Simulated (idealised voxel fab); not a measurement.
Name of the process module below: voxel fin reveal
The figure presents cross-section cut, which has a width of 200 nm and is divided into square cells with an edge length of 5 nm.
A cross-section is written here as square cells arranged in a grid, and it is given in bands from the top down, each band taking up one or more rows of cells.
Look at the band entry: it leads with the top's height and the bottom's height in nm. Then it lists the materials left to right, with a width in nm for each. The word "throughout" on a single material says that material fills the band edge to edge. The word "air" is empty space.
Counting heights begins at 0, where everything beneath is, in the wafer as received, one material. The lowest band has no bottom; it goes on downwards, as "0..down" shows.
You'd read "30->40" like this: the band's top row of cells is as wide as the first number, its bottom row is as wide as the second, and going down, every row changes width by the same amount as the row before did.
Any step labelled "all unchanged" changed none of the cells in the cross-section.
Reported under the label "Sealed voids" are the empty spaces having no open way to the top and comprising 8 cells or more; the notation for each is width x height at distance, in which the distance is measured from the left edge and all three values are in nm.
If you see something after the settings on a step's line, that's the simulator's own remark about that step.
The "overlay nm" setting may appear on a step's line; for a step that uses a mask, it gives how far to the right of its planned position the mask lay, and a negative value indicates the left.

-- Process steps (planned)
1,RECEIVE | material Si
2,CONFORMAL_DEP | material SiN | thk nm 5
3,PATTERN | tone cover | mask id FINS | material resist | width nm 15 | pitch nm 45 | thk nm 20 | overlay nm 0
4,DIRECTIONAL_ETCH | etch materials SiN | depth nm 5
5,DIRECTIONAL_ETCH | etch materials Si | depth nm 35
6,STRIP | etch materials resist
7,FILL_DEP | material SiO2 | thk nm 5
8,CMP | height nm 5
9,SELECTIVE_ETCH | etch materials SiO2 | depth nm 20
10,STRIP | etch materials SiN
11,CONFORMAL_DEP | material HfO2 | thk nm 5

-- As-received wafer cross-section (after step 1)
> 0..down | Si throughout
> Sealed voids: none

-- End state of the module in cross-section, given the above starting point and plan and one mistake in execution
> 15..0 | air 55  HfO2 90  air 55
> 0..-15 | HfO2 70  Si 15  HfO2 30  Si 15  HfO2 70
> -15..-35 | SiO2 70  Si 15  SiO2 30  Si 15  SiO2 70
> -35..down | Si throughout
> Sealed voids: none
What was done differently from what was planned? it should be noted that step 11 was executed with settings other than those planned, the operation and settings actually applied being CONFORMAL_DEP | material HfO2 | thk nm 15
